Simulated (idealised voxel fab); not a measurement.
Process module name: voxel local oxidation
cross-section cut | 185 nm wide | cells 5 nm
Cross-section, as written here: a square-cell grid given band by band from the top down, where a band holds one or more rows of cells. Heads up on the band format: heights come first, top then bottom, in nm. After that it's the materials left to right, each with its width in nm. A single material flagged "everywhere" fills the whole band edge to edge, and "air" means there's empty space there. All heights in this document are referenced to 0, defined as the level beneath which the wafer, as received, consists entirely of one material. The lowest band is not bounded below; it extends indefinitely downward and is written in the form "from 0 down". The expression "30 to 40" gives the width at the extremes of the band, the first number at its top row of cells and the second at its bottom row, with the width changing by equal amounts from each row to the next in between. A step reported as "no change occurred" is a step in which no cell of the cross-section changed. For the entry "Closed-off voids", the listed items are empty spaces with no open way to the top whose size is 8 cells or more; each item follows the pattern width x height at distance, where distance is from the left edge and all three are in nm. Where a step's line continues beyond its settings, the continuation is a remark by the simulator itself on that step. When a step includes a mask, the "overlay nm" setting on its line states how far to the right of its planned place that mask lay, and negative values state how far to the left.

**These are the steps we planned for the process**
- 1: RECEIVE [material Si]
- 2: OXIDIZE [depth nm 5]
- 3: CONFORMAL_DEP [material SiN] [thk nm 15]
- 4: DIRECTIONAL_DEP [material aC] [thk nm 15]
- 5: PATTERN [tone cover] [mask id ACTIVE] [material resist] [width nm 90] [thk nm 35] [overlay nm 0]
- 6: DIRECTIONAL_ETCH [etch materials aC] [depth nm 15]
- 7: STRIP [etch materials resist]
- 8: DIRECTIONAL_ETCH [etch materials SiN] [depth nm 15]
- 9: STRIP [etch materials aC]
- 10: SELECTIVE_ETCH [etch materials SiO2] [depth nm 5]
- 11: OXIDIZE [depth nm 15]
- 12: STRIP [etch materials SiN]

**First wafer, two in total, run as planned**

**Wafer cross-section on receipt, i.e. after step 1**
* from 0 down | Si everywhere
* Closed-off voids: none

**Wafer xsec, post step 2**
* from 0 to -5 | SiO2 everywhere
* Under the height -5 nothing was changed.

**Wafer xsec, post step 3**
* from 15 to 0 | SiN everywhere
* Under the height 0 nothing was changed.

**Wafer xsec, post step 4**
* from 30 to 15 | aC everywhere
* Under the height 15 nothing was changed.

**Wafer xsec, post step 5**
* from 65 to 30 | air: 45, then resist: 90, then air: 50
* Under the height 30 nothing was changed.

**Wafer xsec, post step 6**
* from 50 to 30 | air: 45, then resist: 90, then air: 50
* from 30 to 15 | air: 45, then aC: 90, then air: 50
* Under the height 15 nothing was changed.

**Wafer xsec, post step 7**
* from 30 to 15 | air: 45, then aC: 90, then air: 50
* Under the height 15 nothing was changed.

**Wafer xsec, post step 8**
* from 30 to 15 | air: 45, then aC: 90, then air: 50
* from 15 to 0 | air: 45, then SiN: 90, then air: 50
* Under the height 0 nothing was changed.

**Wafer xsec, post step 9**
* from 15 to 0 | air: 45, then SiN: 90, then air: 50
* Under the height 0 nothing was changed.

**Wafer xsec, post step 10**
* from 15 to 0 | air: 45, then SiN: 90, then air: 50
* from 0 to -5 | air: 50, then SiO2: 80, then air: 55
* Under the height -5 nothing was changed.

**Wafer xsec, post step 11**
* from 15 to 0 | air: 45, then SiN: 90, then air: 50
* from 0 to -5 | air: 50, then SiO2: 80, then air: 55
* from -5 to -20 | SiO2: 65, then Si: 50, then SiO2: 70
* Under the height -20 nothing was changed.

**Wafer xsec, post step 12**
* from 0 to -5 | air: 50, then SiO2: 80, then air: 55
* Under the height -5 nothing was changed.

**The second wafer began exactly as the first did and followed the same plan, but one mistake was made while running it; through step 6 inclusive, the two wafers are identical**

Second wafer, section view, time point: scheduled end of step 7: no change occurred

**Second wafer, section view, time point: scheduled end of step 8**
* from 50 to 30 | air: 45, then resist: 90, then air: 50
* from 30 to 15 | air: 45, then aC: 90, then air: 50
* from 15 to 0 | air: 45, then SiN: 90, then air: 50
* Under the height 0 nothing was changed.

**Second wafer, section view, time point: scheduled end of step 9**
* from 15 to 0 | air: 45, then SiN: 90, then air: 50
* Under the height 0 nothing was changed.

**Second wafer, section view, time point: scheduled end of step 10**
* from 15 to 0 | air: 45, then SiN: 90, then air: 50
* from 0 to -5 | air: 50, then SiO2: 80, then air: 55
* Under the height -5 nothing was changed.

**Second wafer, section view, time point: scheduled end of step 11**
* from 15 to 0 | air: 45, then SiN: 90, then air: 50
* from 0 to -5 | air: 50, then SiO2: 80, then air: 55
* from -5 to -20 | SiO2: 65, then Si: 50, then SiO2: 70
* Under the height -20 nothing was changed.

**Second wafer, section view, time point: scheduled end of step 12**
* from 0 to -5 | air: 50, then SiO2: 80, then air: 55
* Under the height -5 nothing was changed.
In executing the process, a mistake was made relative to the plan: plan step 7 was not performed, having been skipped
Given identical final cross-sections on the two wafers, the mistake has no effect on any quantity computed by this model.
